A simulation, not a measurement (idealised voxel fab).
process module | voxel wiring stack
cross-section cut | 300 nm wide | cells 5 nm
A cross-section is a grid of square cells, given in bands from the top down. A band is one or more rows of cells.
Each band's line starts with the height of the band's top and of its bottom, in nm. Then come its materials from left to right, each with its width in nm. One material with "throughout" fills the band from edge to edge. "air" is empty space.
Height 0 is the level under which the wafer as received is all one material. The lowest band goes on downwards, as in "0 down".
A width such as "30 to 40" changes by the same amount from each row of cells to the next, from the band's top row to its bottom row.
"no change" after a step means that no cell of the cross-section changed.
closed voids: empty space of 8 cells or more with no open way to the top, each as width x height at its distance from the left edge, in nm
after a step's settings: what the simulator itself notes on the step
overlay nm, on a step with a mask: how far to the right of its planned place the mask lay; to the left if negative
Each pair below shows a cross-section before one step and the cross-section after it, down to the lowest band that changed. The line under each pair gives the step between them, with its settings. The pairs can come from different runs of this module on the same starting wafer, so a pair continues from the pair above only where its "before" says so.
before
  150 to 145: air 115 | SiCN 30 | air 5 | SiCN 30 | air 120
  145 to 130: air 115 | SiCN 5 | Ru 20 | SiCN 5 | air 5 | SiCN 5 | Ru 20 | SiCN 5 | air 120
  130 to 125: SiCN 120 | TiN 20 | SiCN 15 | TiN 20 | SiCN 125
  125 to 105: SiO2 115 | Ru 25 | SiO2 160
  105 to 100: SiCN 115 | Ru 25 | SiCN 160
  100 to 75: SiO2 115 | SiN 5 | W 20 | SiN 5 | SiO2 5 | SiN 5 | W 20 | SiN 5 | SiO2 120
  75 to 70: SiN 120 | TiN 20 | SiN 15 | TiN 20 | SiN 125
  70 to 50: lowk 120 | Ru 15 | lowk 165
  50 to 45: SiCN 120 | Ru 15 | SiCN 165
  45 to 20: SiO2 120 | W 20 | SiO2 15 | W 20 | SiO2 125
  20 to 15: SiO2 120 | TiN 20 | SiO2 15 | TiN 20 | SiO2 125
  15 to 0: SiO2 throughout
  0 down: Si throughout
  closed voids: none
after
  155 to 150: SiO2 throughout
  150 to 145: SiO2 115 | SiCN 30 | SiO2 5 | SiCN 30 | SiO2 120
  145 to 130: SiO2 115 | SiCN 5 | Ru 20 | SiCN 5 | SiO2 5 | SiCN 5 | Ru 20 | SiCN 5 | SiO2 120
  below 130: unchanged
  closed voids: none
the step between: op FILL_DEP | material SiO2 | thk nm 5
before: the cross-section after the pair above
after
  145 to 130: SiO2 115 | SiCN 5 | Ru 20 | SiCN 5 | SiO2 5 | SiCN 5 | Ru 20 | SiCN 5 | SiO2 120
  below 130: unchanged
  closed voids: none
the step between: op CMP | height nm 145
before: the cross-section after the pair above
after
  150 to 145: SiCN throughout
  below 145: unchanged
  closed voids: none
the step between: op CONFORMAL_DEP | material SiCN | thk nm 5
before
  60 to 45: aC throughout
  45 to 20: W throughout
  20 to 15: TiN throughout
  15 to 0: SiO2 throughout
  0 down: Si throughout
  closed voids: none
after
  90 to 60: air 110 | resist 20 | air 15 | resist 20 | air 135
  below 60: unchanged
  closed voids: none
the step between: op PATTERN | tone cover | mask id METAL_1 | material resist | width nm 20 | pitch nm 35 | thk nm 30 | overlay nm -10
before: the cross-section after the pair above
after
  75 to 60: air 110 | resist 20 | air 15 | resist 20 | air 135
  60 to 45: air 110 | aC 20 | air 15 | aC 20 | air 135
  below 45: unchanged
  closed voids: none
the step between: op DIRECTIONAL_ETCH | etch materials aC | depth nm 15
before: the cross-section after the pair above
after
  60 to 45: air 110 | aC 20 | air 15 | aC 20 | air 135
  below 45: unchanged
  closed voids: none
the step between: op STRIP | etch materials resist
before: the cross-section after the pair above
after
  60 to 45: air 110 | aC 20 | air 15 | aC 20 | air 135
  45 to 20: air 110 | W 20 | air 15 | W 20 | air 135
  below 20: unchanged
  closed voids: none
the step between: op DIRECTIONAL_ETCH | etch materials W | depth nm 25
before: the cross-section after the pair above
after
  60 to 45: air 110 | aC 20 | air 15 | aC 20 | air 135
  45 to 20: air 110 | W 20 | air 15 | W 20 | air 135
  20 to 15: air 110 | TiN 20 | air 15 | TiN 20 | air 135
  below 15: unchanged
  closed voids: none
the step between: op DIRECTIONAL_ETCH | etch materials TiN | depth nm 5
before: the cross-section after the pair above
after
  45 to 20: air 110 | W 20 | air 15 | W 20 | air 135
  below 20: unchanged
  closed voids: none
the step between: op STRIP | etch materials aC
before: the cross-section after the pair above
after
  55 to 45: SiO2 throughout
  45 to 20: SiO2 110 | W 20 | SiO2 15 | W 20 | SiO2 135
  20 to 15: SiO2 110 | TiN 20 | SiO2 15 | TiN 20 | SiO2 135
  below 15: unchanged
  closed voids: none
the step between: op FILL_DEP | material SiO2 | thk nm 10
before: the cross-section after the pair above
after
  45 to 20: SiO2 110 | W 20 | SiO2 15 | W 20 | SiO2 135
  below 20: unchanged
  closed voids: none
the step between: op CMP | height nm 45
before: the cross-section after the pair above
after
  50 to 45: SiCN throughout
  below 45: unchanged
  closed voids: none
the step between: op CONFORMAL_DEP | material SiCN | thk nm 5
before: the cross-section after the pair above
after
  70 to 50: lowk throughout
  below 50: unchanged
  closed voids: none
the step between: op DIRECTIONAL_DEP | material lowk | thk nm 20
before: the cross-section after the pair above
after
  90 to 70: resist 120 | air 15 | resist 165
  below 70: unchanged
  closed voids: none
the step between: op PATTERN | tone open | mask id PLUG_1 | material resist | width nm 15 | thk nm 20 | overlay nm 0
before: the cross-section after the pair above
after
  90 to 70: resist 120 | air 15 | resist 165
  70 to 50: lowk 120 | air 15 | lowk 165
  below 50: unchanged
  closed voids: none
the step between: op DIRECTIONAL_ETCH | etch materials lowk | depth nm 20
before: the cross-section after the pair above
after
  90 to 70: resist 120 | air 15 | resist 165
  70 to 50: lowk 120 | air 15 | lowk 165
  50 to 45: SiCN 120 | air 15 | SiCN 165
  below 45: unchanged
  closed voids: none
the step between: op DIRECTIONAL_ETCH | etch materials SiCN | depth nm 5
before: the cross-section after the pair above
after
  70 to 50: lowk 120 | air 15 | lowk 165
  below 50: unchanged
  closed voids: none
the step between: op STRIP | etch materials resist
before: the cross-section after the pair above
after
  70 to 55: lowk 120 | air 15 | lowk 165
  55 to 50: lowk 120 | Ru 15 | lowk 165
  50 to 45: SiCN 120 | Ru 15 | SiCN 165
  below 45: unchanged
  closed voids: none
the step between: op EPI | material Ru | thk nm 10
before: the cross-section after the pair above
after
  70 to 65: lowk 120 | air 15 | lowk 165
  65 to 50: lowk 120 | Ru 15 | lowk 165
  below 50: unchanged
  closed voids: none
the step between: op EPI | material Ru | thk nm 10
before: the cross-section after the pair above
after
  70 to 50: lowk 120 | Ru 15 | lowk 165
  below 50: unchanged
  closed voids: none
the step between: op EPI | material Ru | thk nm 5
before: the cross-section after the pair above
after
  75 to 70: TiN throughout
  below 70: unchanged
  closed voids: none
the step between: op DIRECTIONAL_DEP | material TiN | thk nm 5
before: the cross-section after the pair above
after
  100 to 75: W throughout
  below 75: unchanged
  closed voids: none
the step between: op DIRECTIONAL_DEP | material W | thk nm 25
before: the cross-section after the pair above
after
  115 to 100: aC throughout
  below 100: unchanged
  closed voids: none
the step between: op DIRECTIONAL_DEP | material aC | thk nm 15
before: the cross-section after the pair above
after
  150 to 115: air 120 | resist 20 | air 15 | resist 20 | air 125
  below 115: unchanged
  closed voids: none
the step between: op PATTERN | tone cover | mask id METAL_2 | material resist | width nm 20 | pitch nm 35 | thk nm 35 | overlay nm 0
before: the cross-section after the pair above
after
  135 to 115: air 120 | resist 20 | air 15 | resist 20 | air 125
  115 to 100: air 120 | aC 20 | air 15 | aC 20 | air 125
  below 100: unchanged
  closed voids: none
the step between: op DIRECTIONAL_ETCH | etch materials aC | depth nm 15
before: the cross-section after the pair above
after
  115 to 100: air 120 | aC 20 | air 15 | aC 20 | air 125
  below 100: unchanged
  closed voids: none
the step between: op STRIP | etch materials resist
before: the cross-section after the pair above
after
  115 to 100: air 120 | aC 20 | air 15 | aC 20 | air 125
  100 to 75: air 120 | W 20 | air 15 | W 20 | air 125
  below 75: unchanged
  closed voids: none
the step between: op DIRECTIONAL_ETCH | etch materials W | depth nm 25
before: the cross-section after the pair above
after
  115 to 100: air 120 | aC 20 | air 15 | aC 20 | air 125
  100 to 75: air 120 | W 20 | air 15 | W 20 | air 125
  75 to 70: air 120 | TiN 20 | air 15 | TiN 20 | air 125
  below 70: unchanged
  closed voids: none
the step between: op DIRECTIONAL_ETCH | etch materials TiN | depth nm 5
before: the cross-section after the pair above
after
  100 to 75: air 120 | W 20 | air 15 | W 20 | air 125
  below 75: unchanged
  closed voids: none
the step between: op STRIP | etch materials aC
before: the cross-section after the pair above
after
  105 to 100: air 115 | SiN 30 | air 5 | SiN 30 | air 120
  100 to 75: air 115 | SiN 5 | W 20 | SiN 5 | air 5 | SiN 5 | W 20 | SiN 5 | air 120
  75 to 70: SiN 120 | TiN 20 | SiN 15 | TiN 20 | SiN 125
  below 70: unchanged
  closed voids: none
the step between: op CONFORMAL_DEP | material SiN | thk nm 5
before: the cross-section after the pair above
after
  110 to 105: SiO2 throughout
  105 to 100: SiO2 115 | SiN 30 | SiO2 5 | SiN 30 | SiO2 120
  100 to 75: SiO2 115 | SiN 5 | W 20 | SiN 5 | SiO2 5 | SiN 5 | W 20 | SiN 5 | SiO2 120
  below 75: unchanged
  closed voids: none
the step between: op FILL_DEP | material SiO2 | thk nm 5
before: the cross-section after the pair above
after
  100 to 75: SiO2 115 | SiN 5 | W 20 | SiN 5 | SiO2 5 | SiN 5 | W 20 | SiN 5 | SiO2 120
  below 75: unchanged
  closed voids: none
the step between: op CMP | height nm 100
before: the cross-section after the pair above
after
  105 to 100: SiCN throughout
  below 100: unchanged
  closed voids: none
the step between: op CONFORMAL_DEP | material SiCN | thk nm 5
before: the cross-section after the pair above
after
  125 to 105: SiO2 throughout
  below 105: unchanged
  closed voids: none
the step between: op DIRECTIONAL_DEP | material SiO2 | thk nm 20
before: the cross-section after the pair above
after
  145 to 125: resist 120 | air 15 | resist 165
  below 125: unchanged
  closed voids: none
the step between: op PATTERN | tone open | mask id PLUG_2 | material resist | width nm 15 | thk nm 20 | overlay nm 0
before: the cross-section after the pair above
after
  145 to 125: resist 120 | air 15 | resist 165
  125 to 105: SiO2 120 | air 15 | SiO2 165
  below 105: unchanged
  closed voids: none
the step between: op DIRECTIONAL_ETCH | etch materials SiO2 | depth nm 20
before: the cross-section after the pair above
after
  145 to 125: resist 120 | air 15 | resist 165
  125 to 105: SiO2 120 | air 15 | SiO2 165
  105 to 100: SiCN 120 | air 15 | SiCN 165
  below 100: unchanged
  closed voids: none
the step between: op DIRECTIONAL_ETCH | etch materials SiCN | depth nm 5
before: the cross-section after the pair above
after
  125 to 105: SiO2 120 | air 15 | SiO2 165
  below 105: unchanged
  closed voids: none
the step between: op STRIP | etch materials resist
before: the cross-section after the pair above
after
  125 to 110: SiO2 120 | air 15 | SiO2 165
  110 to 105: SiO2 120 | Ru 15 | SiO2 165
  105 to 100: SiCN 120 | Ru 15 | SiCN 165
  below 100: unchanged
  closed voids: none
the step between: op EPI | material Ru | thk nm 10
before: the cross-section after the pair above
after
  125 to 120: SiO2 120 | air 15 | SiO2 165
  120 to 105: SiO2 120 | Ru 15 | SiO2 165
  below 105: unchanged
  closed voids: none
the step between: op EPI | material Ru | thk nm 10
before: the cross-section after the pair above
after
  125 to 105: SiO2 120 | Ru 15 | SiO2 165
  below 105: unchanged
  closed voids: none
the step between: op EPI | material Ru | thk nm 5
before: the cross-section after the pair above
after
  130 to 125: TiN throughout
  below 125: unchanged
  closed voids: none
the step between: op DIRECTIONAL_DEP | material TiN | thk nm 5
before: the cross-section after the pair above
after
  145 to 130: Ru throughout
  below 130: unchanged
  closed voids: none
the step between: op DIRECTIONAL_DEP | material Ru | thk nm 15
before: the cross-section after the pair above
after
  145 to 130: air 120 | Ru 20 | air 15 | Ru 20 | air 125
  below 130: unchanged
  closed voids: none
the step between: op MASKED_ETCH | tone cover | mask id METAL_3 | width nm 20 | pitch nm 35 | etch materials Ru | depth nm 15 | overlay nm 0
before: the cross-section after the pair above
after
  145 to 130: air 120 | Ru 20 | air 15 | Ru 20 | air 125
  130 to 125: air 120 | TiN 20 | air 15 | TiN 20 | air 125
  below 125: unchanged
  closed voids: none
the step between: op MASKED_ETCH | tone cover | mask id METAL_3 | width nm 20 | pitch nm 35 | etch materials TiN | depth nm 5 | overlay nm 0
before: the cross-section after the pair above
after
  150 to 145: air 115 | SiCN 30 | air 5 | SiCN 30 | air 120
  145 to 130: air 115 | SiCN 5 | Ru 20 | SiCN 5 | air 5 | SiCN 5 | Ru 20 | SiCN 5 | air 120
  130 to 125: SiCN 120 | TiN 20 | SiCN 15 | TiN 20 | SiCN 125
  below 125: unchanged
  closed voids: none
the step between: op CONFORMAL_DEP | material SiCN | thk nm 5
before: the cross-section after the pair above
after
  155 to 150: SiO2 throughout
  150 to 145: SiO2 115 | SiCN 30 | SiO2 5 | SiCN 30 | SiO2 120
  145 to 130: SiO2 115 | SiCN 5 | Ru 20 | SiCN 5 | SiO2 5 | SiCN 5 | Ru 20 | SiCN 5 | SiO2 120
  below 130: unchanged
  closed voids: none
the step between: op FILL_DEP | material SiO2 | thk nm 5
before: the cross-section after the pair above
after
  145 to 130: SiO2 115 | SiCN 5 | Ru 20 | SiCN 5 | SiO2 5 | SiCN 5 | Ru 20 | SiCN 5 | SiO2 120
  below 130: unchanged
  closed voids: none
the step between: op CMP | height nm 145
before: the cross-section after the pair above
after
  150 to 145: SiCN throughout
  below 145: unchanged
  closed voids: none
the step between: op CONFORMAL_DEP | material SiCN | thk nm 5
before
  100 to 75: W throughout
  75 to 70: TiN throughout
  70 to 50: lowk 120 | Ru 15 | lowk 165
  50 to 45: SiCN 120 | Ru 15 | SiCN 165
  45 to 20: SiO2 120 | W 20 | SiO2 15 | W 20 | SiO2 125
  20 to 15: SiO2 120 | TiN 20 | SiO2 15 | TiN 20 | SiO2 125
  15 to 0: SiO2 throughout
  0 down: Si throughout
  closed voids: none
after
  115 to 75: W throughout
  below 75: unchanged
  closed voids: none
the step between: op DIRECTIONAL_DEP | material W | thk nm 15
before: the cross-section after the pair above
after
  150 to 115: air 120 | resist 20 | air 15 | resist 20 | air 125
  below 115: unchanged
  closed voids: none
the step between: op PATTERN | tone cover | mask id METAL_2 | material resist | width nm 20 | pitch nm 35 | thk nm 35 | overlay nm 0
before: the cross-section after the pair above
after
  135 to 115: air 120 | resist 20 | air 15 | resist 20 | air 125
  below 115: unchanged
  closed voids: none
the step between: op DIRECTIONAL_ETCH | etch materials aC | depth nm 15
before: the cross-section after the pair above
after
  115 to 75: W throughout
  below 75: unchanged
  closed voids: none
the step between: op STRIP | etch materials resist
before: the cross-section after the pair above
after
  90 to 75: W throughout
  below 75: unchanged
  closed voids: none
the step between: op DIRECTIONAL_ETCH | etch materials W | depth nm 25
before: the cross-section after the pair above
after
  95 to 90: SiN throughout
  below 90: unchanged
  closed voids: none
the step between: op CONFORMAL_DEP | material SiN | thk nm 5
before: the cross-section after the pair above
after
  100 to 95: SiO2 throughout
  below 95: unchanged
  closed voids: none
the step between: op FILL_DEP | material SiO2 | thk nm 5
before: the cross-section after the pair above
after
  105 to 100: SiCN throughout
  below 100: unchanged
  closed voids: none
the step between: op CONFORMAL_DEP | material SiCN | thk nm 5
before: the cross-section after the pair above
after
  125 to 105: SiO2 throughout
  below 105: unchanged
  closed voids: none
the step between: op DIRECTIONAL_DEP | material SiO2 | thk nm 20
before: the cross-section after the pair above
after
  145 to 125: resist 120 | air 15 | resist 165
  below 125: unchanged
  closed voids: none
the step between: op PATTERN | tone open | mask id PLUG_2 | material resist | width nm 15 | thk nm 20 | overlay nm 0
before: the cross-section after the pair above
after
  145 to 125: resist 120 | air 15 | resist 165
  125 to 105: SiO2 120 | air 15 | SiO2 165
  below 105: unchanged
  closed voids: none
the step between: op DIRECTIONAL_ETCH | etch materials SiO2 | depth nm 20
before: the cross-section after the pair above
after
  145 to 125: resist 120 | air 15 | resist 165
  125 to 105: SiO2 120 | air 15 | SiO2 165
  105 to 100: SiCN 120 | air 15 | SiCN 165
  below 100: unchanged
  closed voids: none
the step between: op DIRECTIONAL_ETCH | etch materials SiCN | depth nm 5
before: the cross-section after the pair above
after
  125 to 105: SiO2 120 | air 15 | SiO2 165
  below 105: unchanged
  closed voids: none
the step between: op STRIP | etch materials resist
before: the cross-section after the pair above
after
  130 to 125: TiN 120 | air 15 | TiN 165
  125 to 105: SiO2 120 | air 15 | SiO2 165
  105 to 100: SiCN 120 | TiN 15 | SiCN 165
  below 100: unchanged
  closed voids: none
the step between: op DIRECTIONAL_DEP | material TiN | thk nm 5
before: the cross-section after the pair above
after
  145 to 130: Ru 120 | air 15 | Ru 165
  130 to 125: TiN 120 | air 15 | TiN 165
  125 to 120: SiO2 120 | air 15 | SiO2 165
  120 to 105: SiO2 120 | Ru 15 | SiO2 165
  below 105: unchanged
  closed voids: none
the step between: op DIRECTIONAL_DEP | material Ru | thk nm 15
before: the cross-section after the pair above
after
  145 to 130: air 135 | Ru 5 | air 15 | Ru 20 | air 125
  below 130: unchanged
  closed voids: none
the step between: op MASKED_ETCH | tone cover | mask id METAL_3 | width nm 20 | pitch nm 35 | etch materials Ru | depth nm 15 | overlay nm 0
before: the cross-section after the pair above
after
  145 to 130: air 135 | Ru 5 | air 15 | Ru 20 | air 125
  130 to 125: air 135 | TiN 5 | air 15 | TiN 20 | air 125
  below 125: unchanged
  closed voids: none
the step between: op MASKED_ETCH | tone cover | mask id METAL_3 | width nm 20 | pitch nm 35 | etch materials TiN | depth nm 5 | overlay nm 0
before: the cross-section after the pair above
after
  150 to 145: air 130 | SiCN 15 | air 5 | SiCN 30 | air 120
  145 to 130: air 130 | SiCN 5 | Ru 5 | SiCN 5 | air 5 | SiCN 5 | Ru 20 | SiCN 5 | air 120
  130 to 125: SiCN 125 | air 5 | SiCN 5 | TiN 5 | SiCN 15 | TiN 20 | SiCN 125
  125 to 120: SiO2 120 | SiCN 15 | SiO2 165
  below 120: unchanged
  closed voids: none
the step between: op CONFORMAL_DEP | material SiCN | thk nm 5
before: the cross-section after the pair above
after
  155 to 150: SiO2 throughout
  150 to 145: SiO2 130 | SiCN 15 | SiO2 5 | SiCN 30 | SiO2 120
  145 to 130: SiO2 130 | SiCN 5 | Ru 5 | SiCN 5 | SiO2 5 | SiCN 5 | Ru 20 | SiCN 5 | SiO2 120
  130 to 125: SiCN 125 | SiO2 5 | SiCN 5 | TiN 5 | SiCN 15 | TiN 20 | SiCN 125
  below 125: unchanged
  closed voids: none
the step between: op FILL_DEP | material SiO2 | thk nm 5
before: the cross-section after the pair above
after
  145 to 130: SiO2 130 | SiCN 5 | Ru 5 | SiCN 5 | SiO2 5 | SiCN 5 | Ru 20 | SiCN 5 | SiO2 120
  below 130: unchanged
  closed voids: none
the step between: op CMP | height nm 145
before: the cross-section after the pair above
after
  150 to 145: SiCN throughout
  below 145: unchanged
  closed voids: none
the step between: op CONFORMAL_DEP | material SiCN | thk nm 5
before
  70 to 50: lowk throughout
  50 to 45: SiCN throughout
  45 to 20: SiO2 120 | W 20 | SiO2 15 | W 20 | SiO2 125
  20 to 15: SiO2 120 | TiN 20 | SiO2 15 | TiN 20 | SiO2 125
  15 to 0: SiO2 throughout
  0 down: Si throughout
  closed voids: none
after
  90 to 70: air 120 | resist 15 | air 165
  below 70: unchanged
  closed voids: none
the step between: op PATTERN | tone cover | mask id PLUG_1 | material resist | width nm 15 | thk nm 20 | overlay nm 0
before: the cross-section after the pair above
after
  90 to 70: air 120 | resist 15 | air 165
  70 to 50: air 120 | lowk 15 | air 165
  below 50: unchanged
  closed voids: none
the step between: op DIRECTIONAL_ETCH | etch materials lowk | depth nm 20
before: the cross-section after the pair above
after
  90 to 70: air 120 | resist 15 | air 165
  70 to 50: air 120 | lowk 15 | air 165
  50 to 45: air 120 | SiCN 15 | air 165
  below 45: unchanged
  closed voids: none
the step between: op DIRECTIONAL_ETCH | etch materials SiCN | depth nm 5
before: the cross-section after the pair above
after
  70 to 50: air 120 | lowk 15 | air 165
  below 50: unchanged
  closed voids: none
the step between: op STRIP | etch materials resist
before: the cross-section after the pair above
after
  70 to 55: air 120 | lowk 15 | air 165
  55 to 50: air 120 | lowk 15 | Ru 50 | air 115
  50 to 45: air 120 | SiCN 15 | Ru 50 | air 115
  below 45: unchanged
  closed voids: none
the step between: op EPI | material Ru | thk nm 10
before: the cross-section after the pair above
after
  70 to 65: air 120 | lowk 15 | air 165
  65 to 50: air 120 | lowk 15 | Ru 60 | air 105
  50 to 45: air 120 | SiCN 15 | Ru 60 | air 105
  below 45: unchanged
  closed voids: none
the step between: op EPI | material Ru | thk nm 10
before: the cross-section after the pair above
after
  70 to 50: air 120 | lowk 15 | Ru 65 | air 100
  50 to 45: air 120 | SiCN 15 | Ru 65 | air 100
  below 45: unchanged
  closed voids: none
the step between: op EPI | material Ru | thk nm 5
before: the cross-section after the pair above
after
  75 to 70: air 120 | TiN 80 | air 100
  70 to 50: air 120 | lowk 15 | Ru 65 | air 100
  50 to 45: TiN 120 | SiCN 15 | Ru 65 | TiN 100
  below 45: unchanged
  closed voids: none
the step between: op DIRECTIONAL_DEP | material TiN | thk nm 5
before: the cross-section after the pair above
after
  100 to 75: air 120 | W 80 | air 100
  75 to 70: W 120 | TiN 80 | W 100
  70 to 50: W 120 | lowk 15 | Ru 65 | W 100
  below 50: unchanged
  closed voids: none
the step between: op DIRECTIONAL_DEP | material W | thk nm 25
before: the cross-section after the pair above
after
  115 to 100: air 120 | aC 80 | air 100
  100 to 90: air 120 | W 80 | air 100
  90 to 75: aC 120 | W 80 | aC 100
  below 75: unchanged
  closed voids: none
the step between: op DIRECTIONAL_DEP | material aC | thk nm 15
before: the cross-section after the pair above
after
  150 to 115: air 120 | resist 20 | air 15 | resist 20 | air 125
  below 115: unchanged
  closed voids: none
the step between: op PATTERN | tone cover | mask id METAL_2 | material resist | width nm 20 | pitch nm 35 | thk nm 35 | overlay nm 0
before: the cross-section after the pair above
after
  135 to 115: air 120 | resist 20 | air 15 | resist 20 | air 125
  115 to 100: air 120 | aC 20 | air 15 | aC 20 | air 125
  100 to 75: air 120 | W 80 | air 100
  below 75: unchanged
  closed voids: none
the step between: op DIRECTIONAL_ETCH | etch materials aC | depth nm 15
before: the cross-section after the pair above
after
  115 to 100: air 120 | aC 20 | air 15 | aC 20 | air 125
  below 100: unchanged
  closed voids: none
the step between: op STRIP | etch materials resist
before: the cross-section after the pair above
after
  115 to 100: air 120 | aC 20 | air 15 | aC 20 | air 125
  100 to 75: air 120 | W 20 | air 15 | W 20 | air 125
  75 to 70: air 120 | TiN 80 | air 100
  70 to 50: air 120 | lowk 15 | Ru 65 | air 100
  below 50: unchanged
  closed voids: none
the step between: op DIRECTIONAL_ETCH | etch materials W | depth nm 25
before: the cross-section after the pair above
after
  115 to 100: air 120 | aC 20 | air 15 | aC 20 | air 125
  100 to 75: air 120 | W 20 | air 15 | W 20 | air 125
  75 to 70: air 120 | TiN 20 | air 15 | TiN 20 | air 125
  70 to 50: air 120 | lowk 15 | Ru 65 | air 100
  50 to 45: air 120 | SiCN 15 | Ru 65 | air 100
  below 45: unchanged
  closed voids: none
the step between: op DIRECTIONAL_ETCH | etch materials TiN | depth nm 5
before: the cross-section after the pair above
after
  100 to 75: air 120 | W 20 | air 15 | W 20 | air 125
  below 75: unchanged
  closed voids: none
the step between: op STRIP | etch materials aC
before: the cross-section after the pair above
after
  105 to 100: air 115 | SiN 30 | air 5 | SiN 30 | air 120
  100 to 75: air 115 | SiN 5 | W 20 | SiN 5 | air 5 | SiN 5 | W 20 | SiN 5 | air 120
  75 to 70: air 115 | SiN 5 | TiN 20 | SiN 15 | TiN 20 | SiN 30 | air 95
  70 to 50: air 115 | SiN 5 | lowk 15 | Ru 65 | SiN 5 | air 95
  50 to 45: SiN 120 | SiCN 15 | Ru 65 | SiN 100
  below 45: unchanged
  closed voids: none
the step between: op CONFORMAL_DEP | material SiN | thk nm 5
before: the cross-section after the pair above
after
  110 to 105: SiO2 throughout
  105 to 100: SiO2 115 | SiN 30 | SiO2 5 | SiN 30 | SiO2 120
  100 to 75: SiO2 115 | SiN 5 | W 20 | SiN 5 | SiO2 5 | SiN 5 | W 20 | SiN 5 | SiO2 120
  75 to 70: SiO2 115 | SiN 5 | TiN 20 | SiN 15 | TiN 20 | SiN 30 | SiO2 95
  70 to 50: SiO2 115 | SiN 5 | lowk 15 | Ru 65 | SiN 5 | SiO2 95
  below 50: unchanged
  closed voids: none
the step between: op FILL_DEP | material SiO2 | thk nm 5
before: the cross-section after the pair above
after
  100 to 75: SiO2 115 | SiN 5 | W 20 | SiN 5 | SiO2 5 | SiN 5 | W 20 | SiN 5 | SiO2 120
  below 75: unchanged
  closed voids: none
the step between: op CMP | height nm 100
before: the cross-section after the pair above
after
  105 to 100: SiCN throughout
  below 100: unchanged
  closed voids: none
the step between: op CONFORMAL_DEP | material SiCN | thk nm 5
before: the cross-section after the pair above
after
  125 to 105: SiO2 throughout
  below 105: unchanged
  closed voids: none
the step between: op DIRECTIONAL_DEP | material SiO2 | thk nm 20
before: the cross-section after the pair above
after
  145 to 125: resist 120 | air 15 | resist 165
  below 125: unchanged
  closed voids: none
the step between: op PATTERN | tone open | mask id PLUG_2 | material resist | width nm 15 | thk nm 20 | overlay nm 0
before: the cross-section after the pair above
after
  145 to 125: resist 120 | air 15 | resist 165
  125 to 105: SiO2 120 | air 15 | SiO2 165
  below 105: unchanged
  closed voids: none
the step between: op DIRECTIONAL_ETCH | etch materials SiO2 | depth nm 20
before: the cross-section after the pair above
after
  145 to 125: resist 120 | air 15 | resist 165
  125 to 105: SiO2 120 | air 15 | SiO2 165
  105 to 100: SiCN 120 | air 15 | SiCN 165
  below 100: unchanged
  closed voids: none
the step between: op DIRECTIONAL_ETCH | etch materials SiCN | depth nm 5
before: the cross-section after the pair above
after
  125 to 105: SiO2 120 | air 15 | SiO2 165
  below 105: unchanged
  closed voids: none
the step between: op STRIP | etch materials resist
before: the cross-section after the pair above
after
  125 to 110: SiO2 120 | air 15 | SiO2 165
  110 to 105: SiO2 120 | Ru 15 | SiO2 165
  105 to 100: SiCN 120 | Ru 15 | SiCN 165
  below 100: unchanged
  closed voids: none
the step between: op EPI | material Ru | thk nm 10
before: the cross-section after the pair above
after
  125 to 120: SiO2 120 | air 15 | SiO2 165
  120 to 105: SiO2 120 | Ru 15 | SiO2 165
  below 105: unchanged
  closed voids: none
the step between: op EPI | material Ru | thk nm 10
before: the cross-section after the pair above
after
  125 to 105: SiO2 120 | Ru 15 | SiO2 165
  below 105: unchanged
  closed voids: none
the step between: op EPI | material Ru | thk nm 5
before: the cross-section after the pair above
after
  130 to 125: TiN throughout
  below 125: unchanged
  closed voids: none
the step between: op DIRECTIONAL_DEP | material TiN | thk nm 5
before: the cross-section after the pair above
after
  145 to 130: Ru throughout
  below 130: unchanged
  closed voids: none
the step between: op DIRECTIONAL_DEP | material Ru | thk nm 15
before: the cross-section after the pair above
after
  145 to 130: air 120 | Ru 20 | air 15 | Ru 20 | air 125
  below 130: unchanged
  closed voids: none
the step between: op MASKED_ETCH | tone cover | mask id METAL_3 | width nm 20 | pitch nm 35 | etch materials Ru | depth nm 15 | overlay nm 0
before: the cross-section after the pair above
after
  145 to 130: air 120 | Ru 20 | air 15 | Ru 20 | air 125
  130 to 125: air 120 | TiN 20 | air 15 | TiN 20 | air 125
  below 125: unchanged
  closed voids: none
the step between: op MASKED_ETCH | tone cover | mask id METAL_3 | width nm 20 | pitch nm 35 | etch materials TiN | depth nm 5 | overlay nm 0
before: the cross-section after the pair above
after
  150 to 145: air 115 | SiCN 30 | air 5 | SiCN 30 | air 120
  145 to 130: air 115 | SiCN 5 | Ru 20 | SiCN 5 | air 5 | SiCN 5 | Ru 20 | SiCN 5 | air 120
  130 to 125: SiCN 120 | TiN 20 | SiCN 15 | TiN 20 | SiCN 125
  below 125: unchanged
  closed voids: none
the step between: op CONFORMAL_DEP | material SiCN | thk nm 5
before: the cross-section after the pair above
after
  155 to 150: SiO2 throughout
  150 to 145: SiO2 115 | SiCN 30 | SiO2 5 | SiCN 30 | SiO2 120
  145 to 130: SiO2 115 | SiCN 5 | Ru 20 | SiCN 5 | SiO2 5 | SiCN 5 | Ru 20 | SiCN 5 | SiO2 120
  below 130: unchanged
  closed voids: none
the step between: op FILL_DEP | material SiO2 | thk nm 5
before: the cross-section after the pair above
after
  145 to 130: SiO2 115 | SiCN 5 | Ru 20 | SiCN 5 | SiO2 5 | SiCN 5 | Ru 20 | SiCN 5 | SiO2 120
  below 130: unchanged
  closed voids: none
the step between: op CMP | height nm 145
before: the cross-section after the pair above
after
  150 to 145: SiCN throughout
  below 145: unchanged
  closed voids: none
the step between: op CONFORMAL_DEP | material SiCN | thk nm 5
